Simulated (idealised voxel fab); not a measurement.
process module | voxel double patterning
cross-section cut | 150 nm wide | cells 5 nm
A cross-section is a grid of square cells, given in bands from the top down. A band is one or more rows of cells.
Each band's line starts with the height of the band's top and of its bottom, in nm. Then come its materials from left to right, each with its width in nm. One material with "throughout" fills the band from edge to edge. "air" is empty space.
Height 0 is the level under which the wafer as received is all one material. The lowest band goes on downwards, as in "0 down".
A width such as "30 to 40" changes by the same amount from each row of cells to the next, from the band's top row to its bottom row.
"no change" after a step means that no cell of the cross-section changed.
closed voids: empty space of 8 cells or more with no open way to the top, each as width x height at its distance from the left edge, in nm
after a step's settings: what the simulator itself notes on the step
overlay nm, on a step with a mask: how far to the right of its planned place the mask lay; to the left if negative
plan
1 op RECEIVE | material Si
2 op CONFORMAL_DEP | material SiN | thk nm 5
3 op DIRECTIONAL_DEP | material SiO2 | thk nm 15
4 op DIRECTIONAL_DEP | material SiCN | thk nm 10
5 op PATTERN | tone open | mask id FIRST | material resist | width nm 15 | pitch nm 50 | thk nm 20 | overlay nm 0
6 op DIRECTIONAL_ETCH | etch materials SiCN | depth nm 10
7 op STRIP | etch materials resist
8 op MASKED_ETCH | tone open | mask id SECOND | width nm 15 | etch materials SiCN | depth nm 10 | overlay nm 0
9 op DIRECTIONAL_ETCH | etch materials SiO2 | depth nm 15
10 op STRIP | etch materials SiCN
first wafer, as planned
as received, after step 1
  0 down: Si throughout
  closed voids: none
after step 2
  5 to 0: SiN throughout
  below 0: unchanged
after step 3
  20 to 5: SiO2 throughout
  below 5: unchanged
after step 4
  30 to 20: SiCN throughout
  below 20: unchanged
after step 5
  50 to 30: resist 40 | air 15 | resist 35 | air 15 | resist 45
  below 30: unchanged
after step 6
  50 to 30: resist 40 | air 15 | resist 35 | air 15 | resist 45
  30 to 20: SiCN 40 | air 15 | SiCN 35 | air 15 | SiCN 45
  below 20: unchanged
after step 7
  30 to 20: SiCN 40 | air 15 | SiCN 35 | air 15 | SiCN 45
  below 20: unchanged
after step 8
  30 to 20: SiCN 40 | air 15 | SiCN 10 | air 15 | SiCN 10 | air 15 | SiCN 45
  below 20: unchanged
after step 9
  30 to 20: SiCN 40 | air 15 | SiCN 10 | air 15 | SiCN 10 | air 15 | SiCN 45
  20 to 5: SiO2 40 | air 15 | SiO2 10 | air 15 | SiO2 10 | air 15 | SiO2 45
  below 5: unchanged
after step 10
  20 to 5: SiO2 40 | air 15 | SiO2 10 | air 15 | SiO2 10 | air 15 | SiO2 45
  below 5: unchanged
second wafer: like start, like plan, one mistake. Through step 7 it matches the first wafer
when step 8 should have ended
  30 to 20: SiCN 40 | air 15 | SiCN 5 | air 25 | SiCN 5 | air 15 | SiCN 45
  below 20: unchanged
when step 9 should have ended
  30 to 20: SiCN 40 | air 15 | SiCN 5 | air 25 | SiCN 5 | air 15 | SiCN 45
  20 to 5: SiO2 40 | air 15 | SiO2 5 | air 25 | SiO2 5 | air 15 | SiO2 45
  below 5: unchanged
when step 10 should have ended
  20 to 5: SiO2 40 | air 15 | SiO2 5 | air 25 | SiO2 5 | air 15 | SiO2 45
  below 5: unchanged
what went wrong: step 8 ran as: op MASKED_ETCH | tone open | mask id SECOND | width nm 25 | etch materials SiCN | depth nm 10 | overlay nm 0
at the end the second wafer has, in cells: 6 fewer of SiO2
